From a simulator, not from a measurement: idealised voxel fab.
process module | voxel capacitor over wiring
cross-section cut | 215 nm wide | cells 5 nm
A cross-section is a grid of square cells, given in bands from the top down. A band is one or more rows of cells.
Each band's line starts with the height of the band's top and of its bottom, in nm. Then come its materials from left to right, each with its width in nm. One material with "throughout" fills the band from edge to edge. "air" is empty space.
Height 0 is the level under which the wafer as received is all one material. The lowest band goes on downwards, as in "0 down".
A width such as "30 to 40" changes by the same amount from each row of cells to the next, from the band's top row to its bottom row.
"no change" after a step means that no cell of the cross-section changed.
closed voids: empty space of 8 cells or more with no open way to the top, each as width x height at its distance from the left edge, in nm
after a step's settings: what the simulator itself notes on the step
overlay nm, on a step with a mask: how far to the right of its planned place the mask lay; to the left if negative
plan
1 op RECEIVE | material Si
2 op CONFORMAL_DEP | material SiO2 | thk nm 10
3 op DIRECTIONAL_DEP | material TiN | thk nm 5
4 op DIRECTIONAL_DEP | material W | thk nm 15
5 op PATTERN | tone cover | mask id METAL_1 | material resist | width nm 25 | pitch nm 95 | thk nm 20 | overlay nm 0
6 op DIRECTIONAL_ETCH | etch materials W | depth nm 15
7 op DIRECTIONAL_ETCH | etch materials TiN | depth nm 5
8 op STRIP | etch materials resist
9 op CONFORMAL_DEP | material SiN | thk nm 5
10 op FILL_DEP | material lowk | thk nm 5
11 op CMP | height nm 30
12 op CONFORMAL_DEP | material SiCN | thk nm 5
13 op DIRECTIONAL_DEP | material lowk | thk nm 10
14 op PATTERN | tone open | mask id PLUG_1 | material resist | width nm 15 | thk nm 20 | overlay nm 0
15 op DIRECTIONAL_ETCH | etch materials lowk | depth nm 10
16 op DIRECTIONAL_ETCH | etch materials SiCN | depth nm 5
17 op STRIP | etch materials resist
18 op CONFORMAL_DEP | material TiN | thk nm 5
19 op FILL_DEP | material Ru | thk nm 10
20 op CMP | height nm 45
21 op DIRECTIONAL_DEP | material TiN | thk nm 10
22 op DIRECTIONAL_DEP | material SiN | thk nm 5
23 op DIRECTIONAL_DEP | material TiN | thk nm 5
24 op MASKED_ETCH | tone cover | mask id UPPER_PLATE | width nm 75 | etch materials TiN | depth nm 5 | overlay nm 0
25 op MASKED_ETCH | tone cover | mask id UPPER_PLATE | width nm 75 | etch materials SiN | depth nm 5 | overlay nm 0
26 op DIRECTIONAL_DEP | material aC | thk nm 10
27 op PATTERN | tone cover | mask id LOWER_PLATE | material resist | width nm 85 | thk nm 30 | overlay nm 0
28 op DIRECTIONAL_ETCH | etch materials aC | depth nm 10
29 op STRIP | etch materials resist
30 op DIRECTIONAL_ETCH | etch materials TiN | depth nm 10
31 op STRIP | etch materials aC
32 op FILL_DEP | material SiO2 | thk nm 15
33 op CMP | height nm 75
34 op PATTERN | tone open | mask id PLUG_2 | material resist | width nm 15 | thk nm 20 | overlay nm 0
35 op DIRECTIONAL_ETCH | etch materials SiO2 | depth nm 10
36 op STRIP | etch materials resist
37 op CONFORMAL_DEP | material TiN | thk nm 5
38 op FILL_DEP | material Ru | thk nm 5
39 op CMP | height nm 75
40 op CONFORMAL_DEP | material SiCN | thk nm 5
first wafer, as planned
as received, after step 1
  0 down: Si throughout
  closed voids: none
after step 2
  10 to 0: SiO2 throughout
  below 0: unchanged
after step 3
  15 to 10: TiN throughout
  below 10: unchanged
after step 4
  30 to 15: W throughout
  below 15: unchanged
after step 5
  50 to 30: air 45 | resist 25 | air 70 | resist 25 | air 50
  below 30: unchanged
after step 6
  50 to 30: air 45 | resist 25 | air 70 | resist 25 | air 50
  30 to 15: air 45 | W 25 | air 70 | W 25 | air 50
  below 15: unchanged
after step 7
  50 to 30: air 45 | resist 25 | air 70 | resist 25 | air 50
  30 to 15: air 45 | W 25 | air 70 | W 25 | air 50
  15 to 10: air 45 | TiN 25 | air 70 | TiN 25 | air 50
  below 10: unchanged
after step 8
  30 to 15: air 45 | W 25 | air 70 | W 25 | air 50
  below 15: unchanged
after step 9
  35 to 30: air 40 | SiN 35 | air 60 | SiN 35 | air 45
  30 to 15: air 40 | SiN 5 | W 25 | SiN 5 | air 60 | SiN 5 | W 25 | SiN 5 | air 45
  15 to 10: SiN 45 | TiN 25 | SiN 70 | TiN 25 | SiN 50
  below 10: unchanged
after step 10
  40 to 35: lowk throughout
  35 to 30: lowk 40 | SiN 35 | lowk 60 | SiN 35 | lowk 45
  30 to 15: lowk 40 | SiN 5 | W 25 | SiN 5 | lowk 60 | SiN 5 | W 25 | SiN 5 | lowk 45
  below 15: unchanged
after step 11
  30 to 15: lowk 40 | SiN 5 | W 25 | SiN 5 | lowk 60 | SiN 5 | W 25 | SiN 5 | lowk 45
  below 15: unchanged
after step 12
  35 to 30: SiCN throughout
  below 30: unchanged
after step 13
  45 to 35: lowk throughout
  below 35: unchanged
after step 14
  65 to 45: resist 55 | air 15 | resist 145
  below 45: unchanged
after step 15
  65 to 45: resist 55 | air 15 | resist 145
  45 to 35: lowk 55 | air 15 | lowk 145
  below 35: unchanged
after step 16
  65 to 45: resist 55 | air 15 | resist 145
  45 to 35: lowk 55 | air 15 | lowk 145
  35 to 30: SiCN 55 | air 15 | SiCN 145
  below 30: unchanged
after step 17
  45 to 35: lowk 55 | air 15 | lowk 145
  below 35: unchanged
after step 18
  50 to 45: TiN 60 | air 5 | TiN 150
  45 to 35: lowk 55 | TiN 5 | air 5 | TiN 5 | lowk 145
  35 to 30: SiCN 55 | TiN 15 | SiCN 145
  below 30: unchanged
after step 19
  60 to 50: Ru throughout
  50 to 45: TiN 60 | Ru 5 | TiN 150
  45 to 35: lowk 55 | TiN 5 | Ru 5 | TiN 5 | lowk 145
  below 35: unchanged
after step 20
  45 to 35: lowk 55 | TiN 5 | Ru 5 | TiN 5 | lowk 145
  below 35: unchanged
after step 21
  55 to 45: TiN throughout
  below 45: unchanged
after step 22
  60 to 55: SiN throughout
  below 55: unchanged
after step 23
  65 to 60: TiN throughout
  below 60: unchanged
after step 24
  65 to 60: air 55 | TiN 75 | air 85
  below 60: unchanged
after step 25
  65 to 60: air 55 | TiN 75 | air 85
  60 to 55: air 55 | SiN 75 | air 85
  below 55: unchanged
after step 26
  75 to 65: air 55 | aC 75 | air 85
  65 to 60: aC 55 | TiN 75 | aC 85
  60 to 55: aC 55 | SiN 75 | aC 85
  below 55: unchanged
after step 27
  105 to 75: air 50 | resist 85 | air 80
  75 to 65: air 50 | resist 5 | aC 75 | resist 5 | air 80
  below 65: unchanged
after step 28
  95 to 75: air 50 | resist 85 | air 80
  75 to 65: air 50 | resist 5 | aC 75 | resist 5 | air 80
  65 to 60: air 50 | aC 5 | TiN 75 | aC 5 | air 80
  60 to 55: air 50 | aC 5 | SiN 75 | aC 5 | air 80
  below 55: unchanged
after step 29
  75 to 65: air 55 | aC 75 | air 85
  below 65: unchanged
after step 30
  75 to 65: air 55 | aC 75 | air 85
  65 to 60: air 50 | aC 5 | TiN 75 | aC 5 | air 80
  60 to 55: air 50 | aC 5 | SiN 75 | aC 5 | air 80
  55 to 45: air 50 | TiN 85 | air 80
  below 45: unchanged
after step 31
  65 to 60: air 55 | TiN 75 | air 85
  60 to 55: air 55 | SiN 75 | air 85
  below 55: unchanged
after step 32
  80 to 65: SiO2 throughout
  65 to 60: SiO2 55 | TiN 75 | SiO2 85
  60 to 55: SiO2 55 | SiN 75 | SiO2 85
  55 to 45: SiO2 50 | TiN 85 | SiO2 80
  below 45: unchanged
after step 33
  75 to 65: SiO2 throughout
  below 65: unchanged
after step 34
  95 to 75: resist 65 | air 15 | resist 135
  below 75: unchanged
after step 35
  95 to 75: resist 65 | air 15 | resist 135
  75 to 65: SiO2 65 | air 15 | SiO2 135
  below 65: unchanged
after step 36
  75 to 65: SiO2 65 | air 15 | SiO2 135
  below 65: unchanged
after step 37
  80 to 75: TiN 70 | air 5 | TiN 140
  75 to 70: SiO2 65 | TiN 5 | air 5 | TiN 5 | SiO2 135
  70 to 60: SiO2 65 to 55 | TiN 15 to 75 | SiO2 135 to 85
  below 60: unchanged
after step 38
  85 to 80: Ru throughout
  80 to 75: TiN 70 | Ru 5 | TiN 140
  75 to 70: SiO2 65 | TiN 5 | Ru 5 | TiN 5 | SiO2 135
  below 70: unchanged
after step 39
  75 to 70: SiO2 65 | TiN 5 | Ru 5 | TiN 5 | SiO2 135
  below 70: unchanged
after step 40
  80 to 75: SiCN throughout
  below 75: unchanged
second wafer: like start, like plan, one mistake. Through step 18 it matches the first wafer
when step 19 should have ended
  60 to 50: W throughout
  50 to 45: TiN 60 | W 5 | TiN 150
  45 to 35: lowk 55 | TiN 5 | W 5 | TiN 5 | lowk 145
  below 35: unchanged
when step 20 should have ended
  45 to 35: lowk 55 | TiN 5 | W 5 | TiN 5 | lowk 145
  below 35: unchanged
when step 21 should have ended
  55 to 45: TiN throughout
  below 45: unchanged
when step 22 should have ended
  60 to 55: SiN throughout
  below 55: unchanged
when step 23 should have ended
  65 to 60: TiN throughout
  below 60: unchanged
when step 24 should have ended
  65 to 60: air 55 | TiN 75 | air 85
  below 60: unchanged
when step 25 should have ended
  65 to 60: air 55 | TiN 75 | air 85
  60 to 55: air 55 | SiN 75 | air 85
  below 55: unchanged
when step 26 should have ended
  75 to 65: air 55 | aC 75 | air 85
  65 to 60: aC 55 | TiN 75 | aC 85
  60 to 55: aC 55 | SiN 75 | aC 85
  below 55: unchanged
when step 27 should have ended
  105 to 75: air 50 | resist 85 | air 80
  75 to 65: air 50 | resist 5 | aC 75 | resist 5 | air 80
  below 65: unchanged
when step 28 should have ended
  95 to 75: air 50 | resist 85 | air 80
  75 to 65: air 50 | resist 5 | aC 75 | resist 5 | air 80
  65 to 60: air 50 | aC 5 | TiN 75 | aC 5 | air 80
  60 to 55: air 50 | aC 5 | SiN 75 | aC 5 | air 80
  below 55: unchanged
when step 29 should have ended
  75 to 65: air 55 | aC 75 | air 85
  below 65: unchanged
when step 30 should have ended
  75 to 65: air 55 | aC 75 | air 85
  65 to 60: air 50 | aC 5 | TiN 75 | aC 5 | air 80
  60 to 55: air 50 | aC 5 | SiN 75 | aC 5 | air 80
  55 to 45: air 50 | TiN 85 | air 80
  below 45: unchanged
when step 31 should have ended
  65 to 60: air 55 | TiN 75 | air 85
  60 to 55: air 55 | SiN 75 | air 85
  below 55: unchanged
when step 32 should have ended
  80 to 65: SiO2 throughout
  65 to 60: SiO2 55 | TiN 75 | SiO2 85
  60 to 55: SiO2 55 | SiN 75 | SiO2 85
  55 to 45: SiO2 50 | TiN 85 | SiO2 80
  below 45: unchanged
when step 33 should have ended
  75 to 65: SiO2 throughout
  below 65: unchanged
when step 34 should have ended
  95 to 75: resist 65 | air 15 | resist 135
  below 75: unchanged
when step 35 should have ended
  95 to 75: resist 65 | air 15 | resist 135
  75 to 65: SiO2 65 | air 15 | SiO2 135
  below 65: unchanged
when step 36 should have ended
  75 to 65: SiO2 65 | air 15 | SiO2 135
  below 65: unchanged
when step 37 should have ended
  80 to 75: TiN 70 | air 5 | TiN 140
  75 to 70: SiO2 65 | TiN 5 | air 5 | TiN 5 | SiO2 135
  70 to 60: SiO2 65 to 55 | TiN 15 to 75 | SiO2 135 to 85
  below 60: unchanged
when step 38 should have ended
  85 to 80: Ru throughout
  80 to 75: TiN 70 | Ru 5 | TiN 140
  75 to 70: SiO2 65 | TiN 5 | Ru 5 | TiN 5 | SiO2 135
  below 70: unchanged
when step 39 should have ended
  75 to 70: SiO2 65 | TiN 5 | Ru 5 | TiN 5 | SiO2 135
  below 70: unchanged
when step 40 should have ended
  80 to 75: SiCN throughout
  below 75: unchanged
what went wrong: step 19 ran as: op FILL_DEP | material W | thk nm 10
at the end the second wafer has, in cells: 2 fewer of Ru | 2 more of W
